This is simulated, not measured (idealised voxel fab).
process module | voxel transistor to metal
Square cell edge 5 nm, section width 285 nm, ID cut.
A cross-section is written here as square cells arranged in a grid, and it is given in bands from the top down, each band taking up one or more rows of cells.
Quick guide to a band line: top height, bottom height (nm) up front; then every material left to right with its width in nm. Only one material and it's marked "all across"? Then it fills the band edge to edge. And "empty" just means empty space.
Heights are expressed relative to 0, this being the level below which the as-received wafer comprises one material exclusively. The lowest band is unbounded in the downward direction and is denoted as in "0 and below".
The notation "30..40" denotes a width that varies across the rows of cells in the band, beginning at the first number in the top row, finishing at the second number in the bottom row, and changing by an identical amount from each row to the next.
"nothing was modified" for a step: no cell of the cross-section changed in that step.
Each empty space that has no open way to the top and spans at least 8 cells appears under "Tabulated closed voids" as width x height at distance, the distance counted from the left edge, all in nm.
Post-settings text on a step line: simulator's own remark regarding the step.
overlay nm: how far to the right of its planned place the mask lay on this masked step (negative: to the left).
If you're wondering how to read the rest of this, here's the deal. It's pairs of cross-sections: one from before a process step, one from after it. The after one is only drawn as far down as the lowest band that changed. Right under each pair you'll see which step sits between them and what its settings were. Don't read the pairs as one continuous story, though. They can come from different runs of this module on the same starting wafer, and a pair only carries on from the one above it where its entry headed "Status before step" says so.
**Status before step**
* 60 down to 45  45 nm SiO2  15 nm empty  50 nm SiO2  15 nm empty  35 nm SiO2  15 nm empty  50 nm SiO2  15 nm empty  45 nm SiO2
* 45 down to 30  45 nm SiO2  15 nm empty  10 nm SiO2  5 nm SiN  5 nm SiO2  20 nm SiCN  5 nm SiO2  5 nm SiN  15 nm empty  35 nm SiO2  15 nm empty  10 nm SiO2  5 nm SiN  5 nm SiO2  20 nm SiCN  5 nm SiO2  5 nm SiN  15 nm empty  45 nm SiO2
* 30 down to 10  45 nm SiO2  15 nm empty  10 nm SiO2  5 nm SiN  5 nm SiO2  20 nm polySi  5 nm SiO2  5 nm SiN  15 nm empty  35 nm SiO2  15 nm empty  10 nm SiO2  5 nm SiN  5 nm SiO2  20 nm polySi  5 nm SiO2  5 nm SiN  15 nm empty  45 nm SiO2
* 10 down to 0  45 nm SiO2  10 nm empty  15 nm SiGe  5 nm SiN  5 nm SiO2  20 nm polySi  5 nm SiO2  5 nm SiN  15 nm SiGe  35 nm SiO2  10 nm empty  15 nm SiGe  5 nm SiN  5 nm SiO2  20 nm polySi  5 nm SiO2  5 nm SiN  15 nm SiGe  45 nm SiO2
* 0 down to -5  35 nm SiO2  35 nm SiGe  40 nm SiO2  25 nm SiGe  15 nm SiO2  35 nm SiGe  40 nm SiO2  25 nm SiGe  35 nm SiO2
* -5 down to -15  40 nm SiO2  30 nm SiGe  40 nm Si  20 nm SiGe  25 nm SiO2  30 nm SiGe  40 nm Si  20 nm SiGe  40 nm SiO2
* -15 down to -25  40 nm SiO2  90 nm Si  25 nm SiO2  90 nm Si  40 nm SiO2
* -25 and below  Si all across
* Tabulated closed voids: none
**Cut View, Post-Step**
* 65 down to 60  50 nm TiN  5 nm empty  60 nm TiN  5 nm empty  45 nm TiN  5 nm empty  60 nm TiN  5 nm empty  50 nm TiN
* 60 down to 45  45 nm SiO2  5 nm TiN  5 nm empty  5 nm TiN  50 nm SiO2  5 nm TiN  5 nm empty  5 nm TiN  35 nm SiO2  5 nm TiN  5 nm empty  5 nm TiN  50 nm SiO2  5 nm TiN  5 nm empty  5 nm TiN  45 nm SiO2
* 45 down to 30  45 nm SiO2  5 nm TiN  5 nm empty  5 nm TiN  10 nm SiO2  5 nm SiN  5 nm SiO2  20 nm SiCN  5 nm SiO2  5 nm SiN  5 nm TiN  5 nm empty  5 nm TiN  35 nm SiO2  5 nm TiN  5 nm empty  5 nm TiN  10 nm SiO2  5 nm SiN  5 nm SiO2  20 nm SiCN  5 nm SiO2  5 nm SiN  5 nm TiN  5 nm empty  5 nm TiN  45 nm SiO2
* 30 down to 15  45 nm SiO2  5 nm TiN  5 nm empty  5 nm TiN  10 nm SiO2  5 nm SiN  5 nm SiO2  20 nm polySi  5 nm SiO2  5 nm SiN  5 nm TiN  5 nm empty  5 nm TiN  35 nm SiO2  5 nm TiN  5 nm empty  5 nm TiN  10 nm SiO2  5 nm SiN  5 nm SiO2  20 nm polySi  5 nm SiO2  5 nm SiN  5 nm TiN  5 nm empty  5 nm TiN  45 nm SiO2
* 15 down to 10  45 nm SiO2  15 nm TiN  10 nm SiO2  5 nm SiN  5 nm SiO2  20 nm polySi  5 nm SiO2  5 nm SiN  15 nm TiN  35 nm SiO2  15 nm TiN  10 nm SiO2  5 nm SiN  5 nm SiO2  20 nm polySi  5 nm SiO2  5 nm SiN  15 nm TiN  45 nm SiO2
* 10 down to 0  45 nm SiO2  10 nm TiN  15 nm SiGe  5 nm SiN  5 nm SiO2  20 nm polySi  5 nm SiO2  5 nm SiN  15 nm SiGe  35 nm SiO2  10 nm TiN  15 nm SiGe  5 nm SiN  5 nm SiO2  20 nm polySi  5 nm SiO2  5 nm SiN  15 nm SiGe  45 nm SiO2
* Anything lower than 0 is untouched.
* Tabulated closed voids: none
What sits between those two cross-sections? CONFORMAL_DEP | material TiN | thk nm 5
Status before step: This step starts from the configuration shown after the step in the pair immediately above.
**Cut View, Post-Step**
* 75 down to 65  Ru all across
* 65 down to 60  50 nm TiN  5 nm Ru  60 nm TiN  5 nm Ru  45 nm TiN  5 nm Ru  60 nm TiN  5 nm Ru  50 nm TiN
* 60 down to 45  45 nm SiO2  5 nm TiN  5 nm Ru  5 nm TiN  50 nm SiO2  5 nm TiN  5 nm Ru  5 nm TiN  35 nm SiO2  5 nm TiN  5 nm Ru  5 nm TiN  50 nm SiO2  5 nm TiN  5 nm Ru  5 nm TiN  45 nm SiO2
* 45 down to 30  45 nm SiO2  5 nm TiN  5 nm Ru  5 nm TiN  10 nm SiO2  5 nm SiN  5 nm SiO2  20 nm SiCN  5 nm SiO2  5 nm SiN  5 nm TiN  5 nm Ru  5 nm TiN  35 nm SiO2  5 nm TiN  5 nm Ru  5 nm TiN  10 nm SiO2  5 nm SiN  5 nm SiO2  20 nm SiCN  5 nm SiO2  5 nm SiN  5 nm TiN  5 nm Ru  5 nm TiN  45 nm SiO2
* 30 down to 15  45 nm SiO2  5 nm TiN  5 nm Ru  5 nm TiN  10 nm SiO2  5 nm SiN  5 nm SiO2  20 nm polySi  5 nm SiO2  5 nm SiN  5 nm TiN  5 nm Ru  5 nm TiN  35 nm SiO2  5 nm TiN  5 nm Ru  5 nm TiN  10 nm SiO2  5 nm SiN  5 nm SiO2  20 nm polySi  5 nm SiO2  5 nm SiN  5 nm TiN  5 nm Ru  5 nm TiN  45 nm SiO2
* Anything lower than 15 is untouched.
* Tabulated closed voids: none
What sits between those two cross-sections? FILL_DEP | material Ru | thk nm 10
Status before step: This step starts from the configuration shown after the step in the pair immediately above.
**Cut View, Post-Step**
* 60 down to 45  45 nm SiO2  5 nm TiN  5 nm Ru  5 nm TiN  50 nm SiO2  5 nm TiN  5 nm Ru  5 nm TiN  35 nm SiO2  5 nm TiN  5 nm Ru  5 nm TiN  50 nm SiO2  5 nm TiN  5 nm Ru  5 nm TiN  45 nm SiO2
* Anything lower than 45 is untouched.
* Tabulated closed voids: none
What sits between those two cross-sections? CMP | height nm 60
Status before step: This step starts from the configuration shown after the step in the pair immediately above.
**Cut View, Post-Step**
* 65 down to 60  SiCN all across
* Anything lower than 60 is untouched.
* Tabulated closed voids: none
What sits between those two cross-sections? CONFORMAL_DEP | material SiCN | thk nm 5
Status before step: This step starts from the configuration shown after the step in the pair immediately above.
**Cut View, Post-Step**
* 80 down to 65  lowk all across
* Anything lower than 65 is untouched.
* Tabulated closed voids: none
What sits between those two cross-sections? DIRECTIONAL_DEP | material lowk | thk nm 15
Status before step: This step starts from the configuration shown after the step in the pair immediately above.
**Cut View, Post-Step**
* 95 down to 80  45 nm resist  15 nm empty  50 nm resist  15 nm empty  35 nm resist  15 nm empty  50 nm resist  15 nm empty  45 nm resist
* Anything lower than 80 is untouched.
* Tabulated closed voids: none
What sits between those two cross-sections? PATTERN | tone open | mask id METAL_1 | material resist | width nm 15 | thk nm 15 | overlay nm 0
Status before step: This step starts from the configuration shown after the step in the pair immediately above.
**Cut View, Post-Step**
* 95 down to 80  45 nm resist  15 nm empty  50 nm resist  15 nm empty  35 nm resist  15 nm empty  50 nm resist  15 nm empty  45 nm resist
* 80 down to 65  45 nm lowk  15 nm empty  50 nm lowk  15 nm empty  35 nm lowk  15 nm empty  50 nm lowk  15 nm empty  45 nm lowk
* Anything lower than 65 is untouched.
* Tabulated closed voids: none
What sits between those two cross-sections? DIRECTIONAL_ETCH | etch materials lowk | depth nm 15
Status before step: This step starts from the configuration shown after the step in the pair immediately above.
**Cut View, Post-Step**
* 95 down to 80  45 nm resist  15 nm empty  50 nm resist  15 nm empty  35 nm resist  15 nm empty  50 nm resist  15 nm empty  45 nm resist
* 80 down to 65  45 nm lowk  15 nm empty  50 nm lowk  15 nm empty  35 nm lowk  15 nm empty  50 nm lowk  15 nm empty  45 nm lowk
* 65 down to 60  45 nm SiCN  15 nm empty  50 nm SiCN  15 nm empty  35 nm SiCN  15 nm empty  50 nm SiCN  15 nm empty  45 nm SiCN
* Anything lower than 60 is untouched.
* Tabulated closed voids: none
What sits between those two cross-sections? DIRECTIONAL_ETCH | etch materials SiCN | depth nm 5
Status before step: This step starts from the configuration shown after the step in the pair immediately above.
**Cut View, Post-Step**
* 80 down to 65  45 nm lowk  15 nm empty  50 nm lowk  15 nm empty  35 nm lowk  15 nm empty  50 nm lowk  15 nm empty  45 nm lowk
* Anything lower than 65 is untouched.
* Tabulated closed voids: none
What sits between those two cross-sections? STRIP | etch materials resist
Status before step: This step starts from the configuration shown after the step in the pair immediately above.
**Cut View, Post-Step**
* 85 down to 80  50 nm TiN  5 nm empty  60 nm TiN  5 nm empty  45 nm TiN  5 nm empty  60 nm TiN  5 nm empty  50 nm TiN
* 80 down to 65  45 nm lowk  5 nm TiN  5 nm empty  5 nm TiN  50 nm lowk  5 nm TiN  5 nm empty  5 nm TiN  35 nm lowk  5 nm TiN  5 nm empty  5 nm TiN  50 nm lowk  5 nm TiN  5 nm empty  5 nm TiN  45 nm lowk
* 65 down to 60  45 nm SiCN  15 nm TiN  50 nm SiCN  15 nm TiN  35 nm SiCN  15 nm TiN  50 nm SiCN  15 nm TiN  45 nm SiCN
* Anything lower than 60 is untouched.
* Tabulated closed voids: none
What sits between those two cross-sections? CONFORMAL_DEP | material TiN | thk nm 5
Status before step: This step starts from the configuration shown after the step in the pair immediately above.
**Cut View, Post-Step**
* 90 down to 85  W all across
* 85 down to 80  50 nm TiN  5 nm W  60 nm TiN  5 nm W  45 nm TiN  5 nm W  60 nm TiN  5 nm W  50 nm TiN
* 80 down to 65  45 nm lowk  5 nm TiN  5 nm W  5 nm TiN  50 nm lowk  5 nm TiN  5 nm W  5 nm TiN  35 nm lowk  5 nm TiN  5 nm W  5 nm TiN  50 nm lowk  5 nm TiN  5 nm W  5 nm TiN  45 nm lowk
* Anything lower than 65 is untouched.
* Tabulated closed voids: none
What sits between those two cross-sections? FILL_DEP | material W | thk nm 5
Status before step: This step starts from the configuration shown after the step in the pair immediately above.
**Cut View, Post-Step**
* 80 down to 65  45 nm lowk  5 nm TiN  5 nm W  5 nm TiN  50 nm lowk  5 nm TiN  5 nm W  5 nm TiN  35 nm lowk  5 nm TiN  5 nm W  5 nm TiN  50 nm lowk  5 nm TiN  5 nm W  5 nm TiN  45 nm lowk
* Anything lower than 65 is untouched.
* Tabulated closed voids: none
What sits between those two cross-sections? CMP | height nm 80
Status before step: This step starts from the configuration shown after the step in the pair immediately above.
**Cut View, Post-Step**
* 85 down to 80  SiCN all across
* Anything lower than 80 is untouched.
* Tabulated closed voids: none
What sits between those two cross-sections? CONFORMAL_DEP | material SiCN | thk nm 5
Status before step: This step starts from the configuration shown after the step in the pair immediately above.
**Cut View, Post-Step**
* 115 down to 85  lowk all across
* Anything lower than 85 is untouched.
* Tabulated closed voids: none
What sits between those two cross-sections? DIRECTIONAL_DEP | material lowk | thk nm 30
Status before step: This step starts from the configuration shown after the step in the pair immediately above.
**Cut View, Post-Step**
* 130 down to 115  aC all across
* Anything lower than 115 is untouched.
* Tabulated closed voids: none
What sits between those two cross-sections? DIRECTIONAL_DEP | material aC | thk nm 15
Status before step: This step starts from the configuration shown after the step in the pair immediately above.
**Cut View, Post-Step**
* 160 down to 130  45 nm resist  15 nm empty  100 nm resist  15 nm empty  110 nm resist
* Anything lower than 130 is untouched.
* Tabulated closed voids: none
What sits between those two cross-sections? PATTERN | tone open | mask id METAL_2 | material resist | width nm 15 | pitch nm 115 | thk nm 30 | overlay nm 0
Status before step: This step starts from the configuration shown after the step in the pair immediately above.
**Cut View, Post-Step**
* 145 down to 130  45 nm resist  15 nm empty  100 nm resist  15 nm empty  110 nm resist
* 130 down to 115  45 nm aC  15 nm empty  100 nm aC  15 nm empty  110 nm aC
* Anything lower than 115 is untouched.
* Tabulated closed voids: none
What sits between those two cross-sections? DIRECTIONAL_ETCH | etch materials aC | depth nm 15
Status before step: This step starts from the configuration shown after the step in the pair immediately above.
**Cut View, Post-Step**
* 130 down to 115  45 nm aC  15 nm empty  100 nm aC  15 nm empty  110 nm aC
* Anything lower than 115 is untouched.
* Tabulated closed voids: none
What sits between those two cross-sections? STRIP | etch materials resist
Status before step: This step starts from the configuration shown after the step in the pair immediately above.
**Cut View, Post-Step**
* 130 down to 115  45 nm aC  15 nm empty  100 nm aC  15 nm empty  110 nm aC
* 115 down to 95  45 nm lowk  15 nm empty  100 nm lowk  15 nm empty  110 nm lowk
* Anything lower than 95 is untouched.
* Tabulated closed voids: none
What sits between those two cross-sections? DIRECTIONAL_ETCH | etch materials lowk | depth nm 20
Status before step: This step starts from the configuration shown after the step in the pair immediately above.
**Cut View, Post-Step**
* 115 down to 95  45 nm lowk  15 nm empty  100 nm lowk  15 nm empty  110 nm lowk
* Anything lower than 95 is untouched.
* Tabulated closed voids: none
What sits between those two cross-sections? STRIP | etch materials aC
Status before step: This step starts from the configuration shown after the step in the pair immediately above.
**Cut View, Post-Step**
* 135 down to 115  45 nm resist  15 nm empty  100 nm resist  15 nm empty  110 nm resist
* Anything lower than 115 is untouched.
* Tabulated closed voids: none
What sits between those two cross-sections? PATTERN | tone open | mask id METAL_2_HOLES | material resist | width nm 15 | pitch nm 115 | thk nm 20 | overlay nm 0
Status before step: This step starts from the configuration shown after the step in the pair immediately above.
**Cut View, Post-Step**
* 135 down to 115  45 nm resist  15 nm empty  100 nm resist  15 nm empty  110 nm resist
* 115 down to 85  45 nm lowk  15 nm empty  100 nm lowk  15 nm empty  110 nm lowk
* Anything lower than 85 is untouched.
* Tabulated closed voids: none
What sits between those two cross-sections? DIRECTIONAL_ETCH | etch materials lowk | depth nm 10
Status before step: This step starts from the configuration shown after the step in the pair immediately above.
**Cut View, Post-Step**
* 135 down to 115  45 nm resist  15 nm empty  100 nm resist  15 nm empty  110 nm resist
* 115 down to 85  45 nm lowk  15 nm empty  100 nm lowk  15 nm empty  110 nm lowk
* 85 down to 80  45 nm SiCN  15 nm empty  100 nm SiCN  15 nm empty  110 nm SiCN
* Anything lower than 80 is untouched.
* Tabulated closed voids: none
What sits between those two cross-sections? DIRECTIONAL_ETCH | etch materials SiCN | depth nm 5
Status before step: This step starts from the configuration shown after the step in the pair immediately above.
**Cut View, Post-Step**
* 115 down to 85  45 nm lowk  15 nm empty  100 nm lowk  15 nm empty  110 nm lowk
* Anything lower than 85 is untouched.
* Tabulated closed voids: none
What sits between those two cross-sections? STRIP | etch materials resist
Status before step: This step starts from the configuration shown after the step in the pair immediately above.
**Cut View, Post-Step**
* 120 down to 115  50 nm TiN  5 nm empty  110 nm TiN  5 nm empty  115 nm TiN
* 115 down to 85  45 nm lowk  5 nm TiN  5 nm empty  5 nm TiN  100 nm lowk  5 nm TiN  5 nm empty  5 nm TiN  110 nm lowk
* 85 down to 80  45 nm SiCN  15 nm TiN  100 nm SiCN  15 nm TiN  110 nm SiCN
* Anything lower than 80 is untouched.
* Tabulated closed voids: none
What sits between those two cross-sections? CONFORMAL_DEP | material TiN | thk nm 5
Status before step: This step starts from the configuration shown after the step in the pair immediately above.
**Cut View, Post-Step**
* 125 down to 120  Cu all across
* 120 down to 115  50 nm TiN  5 nm Cu  110 nm TiN  5 nm Cu  115 nm TiN
* 115 down to 85  45 nm lowk  5 nm TiN  5 nm Cu  5 nm TiN  100 nm lowk  5 nm TiN  5 nm Cu  5 nm TiN  110 nm lowk
* Anything lower than 85 is untouched.
* Tabulated closed voids: none
What sits between those two cross-sections? FILL_DEP | material Cu | thk nm 5
Status before step: This step starts from the configuration shown after the step in the pair immediately above.
**Cut View, Post-Step**
* 115 down to 85  45 nm lowk  5 nm TiN  5 nm Cu  5 nm TiN  100 nm lowk  5 nm TiN  5 nm Cu  5 nm TiN  110 nm lowk
* Anything lower than 85 is untouched.
* Tabulated closed voids: none
What sits between those two cross-sections? CMP | height nm 115
Status before step: This step starts from the configuration shown after the step in the pair immediately above.
**Cut View, Post-Step**
* 120 down to 115  SiN all across
* Anything lower than 115 is untouched.
* Tabulated closed voids: none
What sits between those two cross-sections? CONFORMAL_DEP | material SiN | thk nm 5
**Status before step**
* 115 down to 85  45 nm lowk  5 nm TiN  5 nm Cu  5 nm TiN  100 nm lowk  5 nm TiN  5 nm Cu  5 nm TiN  110 nm lowk
* 85 down to 80  45 nm SiCN  15 nm TiN  100 nm SiCN  15 nm TiN  110 nm SiCN
* 80 down to 65  45 nm lowk  5 nm TiN  5 nm W  5 nm TiN  50 nm lowk  5 nm TiN  5 nm W  5 nm TiN  35 nm lowk  5 nm TiN  5 nm W  5 nm TiN  50 nm lowk  5 nm TiN  5 nm W  5 nm TiN  45 nm lowk
* 65 down to 60  45 nm SiCN  15 nm TiN  50 nm SiCN  15 nm TiN  35 nm SiCN  15 nm TiN  50 nm SiCN  15 nm TiN  45 nm SiCN
* 60 down to 45  45 nm SiO2  5 nm TiN  5 nm Ru  5 nm TiN  50 nm SiO2  5 nm TiN  5 nm Ru  5 nm TiN  35 nm SiO2  5 nm TiN  5 nm Ru  5 nm TiN  50 nm SiO2  5 nm TiN  5 nm Ru  5 nm TiN  45 nm SiO2
* 45 down to 30  45 nm SiO2  5 nm TiN  5 nm Ru  5 nm TiN  5 nm SiO2  5 nm SiN  5 nm SiO2  20 nm SiCN  5 nm SiO2  5 nm SiN  5 nm SiO2  5 nm TiN  5 nm Ru  5 nm TiN  35 nm SiO2  5 nm TiN  5 nm Ru  5 nm TiN  5 nm SiO2  5 nm SiN  5 nm SiO2  20 nm SiCN  5 nm SiO2  5 nm SiN  5 nm SiO2  5 nm TiN  5 nm Ru  5 nm TiN  45 nm SiO2
* 30 down to 15  45 nm SiO2  5 nm TiN  5 nm Ru  5 nm TiN  5 nm SiO2  5 nm SiN  5 nm SiO2  20 nm polySi  5 nm SiO2  5 nm SiN  5 nm SiO2  5 nm TiN  5 nm Ru  5 nm TiN  35 nm SiO2  5 nm TiN  5 nm Ru  5 nm TiN  5 nm SiO2  5 nm SiN  5 nm SiO2  20 nm polySi  5 nm SiO2  5 nm SiN  5 nm SiO2  5 nm TiN  5 nm Ru  5 nm TiN  45 nm SiO2
* 15 down to 10  45 nm SiO2  15 nm TiN  5 nm SiO2  5 nm SiN  5 nm SiO2  20 nm polySi  5 nm SiO2  5 nm SiN  5 nm SiO2  15 nm TiN  35 nm SiO2  15 nm TiN  5 nm SiO2  5 nm SiN  5 nm SiO2  20 nm polySi  5 nm SiO2  5 nm SiN  5 nm SiO2  15 nm TiN  45 nm SiO2
* 10 down to 0  45 nm SiO2  5 nm TiN  15 nm SiGe  5 nm SiN  5 nm SiO2  20 nm polySi  5 nm SiO2  5 nm SiN  15 nm SiGe  5 nm TiN  35 nm SiO2  5 nm TiN  15 nm SiGe  5 nm SiN  5 nm SiO2  20 nm polySi  5 nm SiO2  5 nm SiN  15 nm SiGe  5 nm TiN  45 nm SiO2
* 0 down to -5  35 nm SiO2  30 nm SiGe  40 nm SiO2  30 nm SiGe  15 nm SiO2  30 nm SiGe  40 nm SiO2  30 nm SiGe  35 nm SiO2
* -5 down to -15  40 nm SiO2  25 nm SiGe  40 nm Si  25 nm SiGe  25 nm SiO2  25 nm SiGe  40 nm Si  25 nm SiGe  40 nm SiO2
* -15 down to -25  40 nm SiO2  90 nm Si  25 nm SiO2  90 nm Si  40 nm SiO2
* -25 and below  Si all across
* Tabulated closed voids: none
**Cut View, Post-Step**
* 120 down to 115  W all across
* Anything lower than 115 is untouched.
* Tabulated closed voids: none
What sits between those two cross-sections? CONFORMAL_DEP | material W | thk nm 5
**Status before step**
* 115 down to 95  45 nm lowk  15 nm empty  100 nm lowk  15 nm empty  110 nm lowk
* 95 down to 85  lowk all across
* 85 down to 80  SiCN all across
* 80 down to 65  45 nm lowk  5 nm TiN  5 nm W  5 nm TiN  50 nm lowk  5 nm TiN  5 nm W  5 nm TiN  35 nm lowk  5 nm TiN  5 nm W  5 nm TiN  50 nm lowk  5 nm TiN  5 nm W  5 nm TiN  45 nm lowk
* 65 down to 60  45 nm SiCN  15 nm TiN  50 nm SiCN  15 nm TiN  35 nm SiCN  15 nm TiN  50 nm SiCN  15 nm TiN  45 nm SiCN
* 60 down to 45  45 nm SiO2  5 nm TiN  5 nm Ru  5 nm TiN  50 nm SiO2  5 nm TiN  5 nm Ru  5 nm TiN  35 nm SiO2  5 nm TiN  5 nm Ru  5 nm TiN  50 nm SiO2  5 nm TiN  5 nm Ru  5 nm TiN  45 nm SiO2
* 45 down to 30  45 nm SiO2  5 nm TiN  5 nm Ru  5 nm TiN  5 nm SiO2  5 nm SiN  5 nm SiO2  20 nm SiCN  5 nm SiO2  5 nm SiN  5 nm SiO2  5 nm TiN  5 nm Ru  5 nm TiN  35 nm SiO2  5 nm TiN  5 nm Ru  5 nm TiN  5 nm SiO2  5 nm SiN  5 nm SiO2  20 nm SiCN  5 nm SiO2  5 nm SiN  5 nm SiO2  5 nm TiN  5 nm Ru  5 nm TiN  45 nm SiO2
* 30 down to 15  45 nm SiO2  5 nm TiN  5 nm Ru  5 nm TiN  5 nm SiO2  5 nm SiN  5 nm SiO2  20 nm polySi  5 nm SiO2  5 nm SiN  5 nm SiO2  5 nm TiN  5 nm Ru  5 nm TiN  35 nm SiO2  5 nm TiN  5 nm Ru  5 nm TiN  5 nm SiO2  5 nm SiN  5 nm SiO2  20 nm polySi  5 nm SiO2  5 nm SiN  5 nm SiO2  5 nm TiN  5 nm Ru  5 nm TiN  45 nm SiO2
* 15 down to 10  45 nm SiO2  15 nm TiN  5 nm SiO2  5 nm SiN  5 nm SiO2  20 nm polySi  5 nm SiO2  5 nm SiN  5 nm SiO2  15 nm TiN  35 nm SiO2  15 nm TiN  5 nm SiO2  5 nm SiN  5 nm SiO2  20 nm polySi  5 nm SiO2  5 nm SiN  5 nm SiO2  15 nm TiN  45 nm SiO2
* 10 down to 0  45 nm SiO2  5 nm TiN  15 nm SiGe  5 nm SiN  5 nm SiO2  20 nm polySi  5 nm SiO2  5 nm SiN  15 nm SiGe  5 nm TiN  35 nm SiO2  5 nm TiN  15 nm SiGe  5 nm SiN  5 nm SiO2  20 nm polySi  5 nm SiO2  5 nm SiN  15 nm SiGe  5 nm TiN  45 nm SiO2
* 0 down to -5  35 nm SiO2  30 nm SiGe  40 nm SiO2  30 nm SiGe  15 nm SiO2  30 nm SiGe  40 nm SiO2  30 nm SiGe  35 nm SiO2
* -5 down to -15  40 nm SiO2  25 nm SiGe  40 nm Si  25 nm SiGe  25 nm SiO2  25 nm SiGe  40 nm Si  25 nm SiGe  40 nm SiO2
* -15 down to -25  40 nm SiO2  90 nm Si  25 nm SiO2  90 nm Si  40 nm SiO2
* -25 and below  Si all across
* Tabulated closed voids: none
**Cut View, Post-Step**
* 135 down to 115  45 nm empty  15 nm resist  100 nm empty  15 nm resist  110 nm empty
* 115 down to 95  45 nm lowk  15 nm resist  100 nm lowk  15 nm resist  110 nm lowk
* Anything lower than 95 is untouched.
* Tabulated closed voids: none
What sits between those two cross-sections? PATTERN | tone cover | mask id METAL_2_HOLES | material resist | width nm 15 | pitch nm 115 | thk nm 20 | overlay nm 0
Status before step: This step starts from the configuration shown after the step in the pair immediately above.
**Cut View, Post-Step**
* 135 down to 105  45 nm empty  15 nm resist  100 nm empty  15 nm resist  110 nm empty
* Anything lower than 105 is untouched.
* Tabulated closed voids: none
What sits between those two cross-sections? DIRECTIONAL_ETCH | etch materials lowk | depth nm 10
Status before step: This step starts from the configuration shown after the step in the pair immediately above.
**Cut View, Post-Step**
* 105 down to 95  45 nm lowk  15 nm empty  100 nm lowk  15 nm empty  110 nm lowk
* Anything lower than 95 is untouched.
* Tabulated closed voids: none
What sits between those two cross-sections? STRIP | etch materials resist
Status before step: This step starts from the configuration shown after the step in the pair immediately above.
**Cut View, Post-Step**
* 110 down to 105  50 nm TiN  5 nm empty  110 nm TiN  5 nm empty  115 nm TiN
* 105 down to 100  45 nm lowk  5 nm TiN  5 nm empty  5 nm TiN  100 nm lowk  5 nm TiN  5 nm empty  5 nm TiN  110 nm lowk
* 100 down to 95  45 nm lowk  15 nm TiN  100 nm lowk  15 nm TiN  110 nm lowk
* Anything lower than 95 is untouched.
* Tabulated closed voids: none
What sits between those two cross-sections? CONFORMAL_DEP | material TiN | thk nm 5
Status before step: This step starts from the configuration shown after the step in the pair immediately above.
**Cut View, Post-Step**
* 115 down to 110  Cu all across
* 110 down to 105  50 nm TiN  5 nm Cu  110 nm TiN  5 nm Cu  115 nm TiN
* 105 down to 100  45 nm lowk  5 nm TiN  5 nm Cu  5 nm TiN  100 nm lowk  5 nm TiN  5 nm Cu  5 nm TiN  110 nm lowk
* Anything lower than 100 is untouched.
* Tabulated closed voids: none
What sits between those two cross-sections? FILL_DEP | material Cu | thk nm 5
Status before step: This step starts from the configuration shown after the step in the pair immediately above.
**Cut View, Post-Step**
* 120 down to 115  SiN all across
* Anything lower than 115 is untouched.
* Tabulated closed voids: none
What sits between those two cross-sections? CONFORMAL_DEP | material SiN | thk nm 5
